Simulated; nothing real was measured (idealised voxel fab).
process module | voxel released beams
cross-section cut | 195 nm wide | cells 5 nm
A cross-section is a grid of square cells, given in bands from the top down. A band is one or more rows of cells.
Each band's line starts with the height of the band's top and of its bottom, in nm. Then come its materials from left to right, each with its width in nm. One material with "throughout" fills the band from edge to edge. "air" is empty space.
Height 0 is the level under which the wafer as received is all one material. The lowest band goes on downwards, as in "0 down".
A width such as "30 to 40" changes by the same amount from each row of cells to the next, from the band's top row to its bottom row.
"no change" after a step means that no cell of the cross-section changed.
closed voids: empty space of 8 cells or more with no open way to the top, each as width x height at its distance from the left edge, in nm
after a step's settings: what the simulator itself notes on the step
overlay nm, on a step with a mask: how far to the right of its planned place the mask lay; to the left if negative
plan
1 op RECEIVE | material Si
2 op CONFORMAL_DEP | material SiN | thk nm 5
3 op DIRECTIONAL_DEP | material SiO2 | thk nm 15
4 op DIRECTIONAL_DEP | material aC | thk nm 10
5 op PATTERN | tone open | mask id ANCHOR | material resist | width nm 35 | thk nm 30 | overlay nm 0
6 op DIRECTIONAL_ETCH | etch materials aC | depth nm 10
7 op STRIP | etch materials resist
8 op DIRECTIONAL_ETCH | etch materials SiO2 | depth nm 15
9 op STRIP | etch materials aC
10 op CONFORMAL_DEP | material polySi | thk nm 15
11 op MASKED_ETCH | tone cover | mask id BEAM | width nm 120 | etch materials polySi | depth nm 15 | overlay nm 0
12 op STRIP | etch materials SiO2
first wafer, as planned
as received, after step 1
  0 down: Si throughout
  closed voids: none
after step 2
  5 to 0: SiN throughout
  below 0: unchanged
after step 3
  20 to 5: SiO2 throughout
  below 5: unchanged
after step 4
  30 to 20: aC throughout
  below 20: unchanged
after step 5
  60 to 30: resist 40 | air 35 | resist 120
  below 30: unchanged
after step 6
  50 to 30: resist 40 | air 35 | resist 120
  30 to 20: aC 40 | air 35 | aC 120
  below 20: unchanged
after step 7
  30 to 20: aC 40 | air 35 | aC 120
  below 20: unchanged
after step 8
  30 to 20: aC 40 | air 35 | aC 120
  20 to 5: SiO2 40 | air 35 | SiO2 120
  below 5: unchanged
after step 9
  20 to 5: SiO2 40 | air 35 | SiO2 120
  below 5: unchanged
after step 10
  35 to 20: polySi 55 | air 5 | polySi 135
  20 to 5: SiO2 40 | polySi 35 | SiO2 120
  below 5: unchanged
after step 11
  35 to 20: air 35 | polySi 20 | air 5 | polySi 95 | air 40
  below 20: unchanged
after step 12
  35 to 20: air 35 | polySi 20 | air 5 | polySi 95 | air 40
  20 to 5: air 40 | polySi 35 | air 120
  below 5: unchanged
second wafer: like start, like plan, one mistake. Through step 9 it matches the first wafer
when step 10 should have ended
  25 to 20: polySi 45 | air 25 | polySi 125
  20 to 10: SiO2 40 | polySi 5 | air 25 | polySi 5 | SiO2 120
  10 to 5: SiO2 40 | polySi 35 | SiO2 120
  below 5: unchanged
when step 11 should have ended
  25 to 20: air 35 | polySi 10 | air 25 | polySi 85 | air 40
  below 20: unchanged
when step 12 should have ended
  25 to 20: air 35 | polySi 10 | air 25 | polySi 85 | air 40
  20 to 10: air 40 | polySi 5 | air 25 | polySi 5 | air 120
  10 to 5: air 40 | polySi 35 | air 120
  below 5: unchanged
what went wrong: step 10 ran as: op CONFORMAL_DEP | material polySi | thk nm 5
at the end the second wafer has, in cells: 60 fewer of polySi
